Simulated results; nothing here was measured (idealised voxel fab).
You're looking at the process module voxel self aligned contacts.
Cross-section cut spans 230 nm and uses square cells 5 nm in size.
Reading order for cross-sections: top band down to bottom band. Underlying form: a grid of square cells. Band size: one or more rows of cells. Heads up on the band format: heights come first, top then bottom, in nm. After that it's the materials left to right, each with its width in nm. A single material flagged "all across" fills the whole band edge to edge, and "empty" means there's empty space there. Beneath 0, the wafer as received is one material, and that level is where height counting begins. The lowest band goes on downward without a bottom; it is written like "from 0 down". Think of "30->40" as a width that walks from the first number to the second as you go down the band, top row to bottom row, taking equal-sized steps from row to row. Key: "same as before" - step with no changed cell in the cross-section. Enclosed internal voids: empty space of 8 cells or more with no open way to the top, each as width x height at its distance from the left edge, in nm. That trailing text on a step's line, after the settings, is the simulator's own remark on the step. The setting "overlay nm" may be written on the line of a step. When the step uses a mask, the value reports how far to the right of the planned place the mask lay, and a negative value reports that it lay to the left.

[The planned process steps are enumerated hereunder]
step 1: RECEIVE with material Si
step 2: OXIDIZE with depth nm 5
step 3: DIRECTIONAL_DEP with material polySi, thk nm 30
step 4: DIRECTIONAL_DEP with material SiN, thk nm 25
step 5: MASKED_ETCH with tone cover, mask id GATE, width nm 35, pitch nm 80, etch materials SiN, depth nm 25, overlay nm 0
step 6: MASKED_ETCH with tone cover, mask id GATE, width nm 35, pitch nm 80, etch materials polySi, depth nm 30, overlay nm 0
step 7: CONFORMAL_DEP with material SiN, thk nm 10
step 8: DIRECTIONAL_ETCH with etch materials SiN, depth nm 10
step 9: FILL_DEP with material SiO2, thk nm 15
step 10: CMP with height nm 65
step 11: PATTERN with tone open, mask id CONTACT, material resist, width nm 65, pitch nm 80, thk nm 15, overlay nm 0
step 12: DIRECTIONAL_ETCH with etch materials SiO2, depth nm 70
step 13: STRIP with etch materials resist
step 14: CONFORMAL_DEP with material TiN, thk nm 5
step 15: FILL_DEP with material Ru, thk nm 5
step 16: CMP with height nm 55
step 17: CONFORMAL_DEP with material SiCN, thk nm 5
Wafers differ in height nm at step 16; plan lists the first wafer's value; identical starting state.

[Cross-section of the first of several wafers as received (after step 1)]
- from 0 down: Si all across
- Enclosed internal voids: none

[Cross-section of the first of several wafers, taken after step 17, where the module ends]
- from 60 to 55: SiCN all across
- from 55 to 30: 5 nm SiO2  55 nm SiN  5 nm TiN  15 nm Ru  5 nm TiN  55 nm SiN  5 nm TiN  15 nm Ru  5 nm TiN  55 nm SiN  10 nm SiO2
- from 30 to 0: 5 nm SiO2  10 nm SiN  35 nm polySi  10 nm SiN  5 nm TiN  15 nm Ru  5 nm TiN  10 nm SiN  35 nm polySi  10 nm SiN  5 nm TiN  15 nm Ru  5 nm TiN  10 nm SiN  35 nm polySi  10 nm SiN  10 nm SiO2
- from 0 to -5: 60 nm SiO2  25 nm TiN  55 nm SiO2  25 nm TiN  65 nm SiO2
- from -5 down: Si all across
- Enclosed internal voids: none

[last wafer at the end]
- from 80 to 75: SiCN all across
- from 75 to 70: Ru all across
- from 70 to 65: 45 nm TiN  55 nm Ru  25 nm TiN  55 nm Ru  50 nm TiN
- from 65 to 55: 40 nm SiO2  5->25 nm TiN  55->15 nm Ru  5->25 nm TiN  15 nm SiO2  5->25 nm TiN  55->15 nm Ru  5->25 nm TiN  45 nm SiO2
- from 55 to 30: 5 nm SiO2  55 nm SiN  5 nm TiN  15 nm Ru  5 nm TiN  55 nm SiN  5 nm TiN  15 nm Ru  5 nm TiN  55 nm SiN  10 nm SiO2
- from 30 to 0: 5 nm SiO2  10 nm SiN  35 nm polySi  10 nm SiN  5 nm TiN  15 nm Ru  5 nm TiN  10 nm SiN  35 nm polySi  10 nm SiN  5 nm TiN  15 nm Ru  5 nm TiN  10 nm SiN  35 nm polySi  10 nm SiN  10 nm SiO2
- from 0 to -5: 60 nm SiO2  25 nm TiN  55 nm SiO2  25 nm TiN  65 nm SiO2
- from -5 down: Si all across
- Enclosed internal voids: none

[Rows = wafers. At module end, each row lists per material the cells gained (+) or lost (-) since the wafer was received, then the closed voids]
height nm 55 | +66 Ru | -46 Si | +46 SiCN | +237 SiN | +69 SiO2 | +54 TiN | +126 polySi | Enclosed internal voids: none
height nm 60 | +72 Ru | -46 Si | +46 SiCN | +237 SiN | +89 SiO2 | +74 TiN | +126 polySi | Enclosed internal voids: none
height nm 65 | +94 Ru | -46 Si | +46 SiCN | +237 SiN | +109 SiO2 | +78 TiN | +126 polySi | Enclosed internal voids: none
height nm 70 | +116 Ru | -46 Si | +46 SiCN | +237 SiN | +109 SiO2 | +102 TiN | +126 polySi | Enclosed internal voids: none
height nm 75 | +162 Ru | -46 Si | +46 SiCN | +237 SiN | +109 SiO2 | +102 TiN | +126 polySi | Enclosed internal voids: none
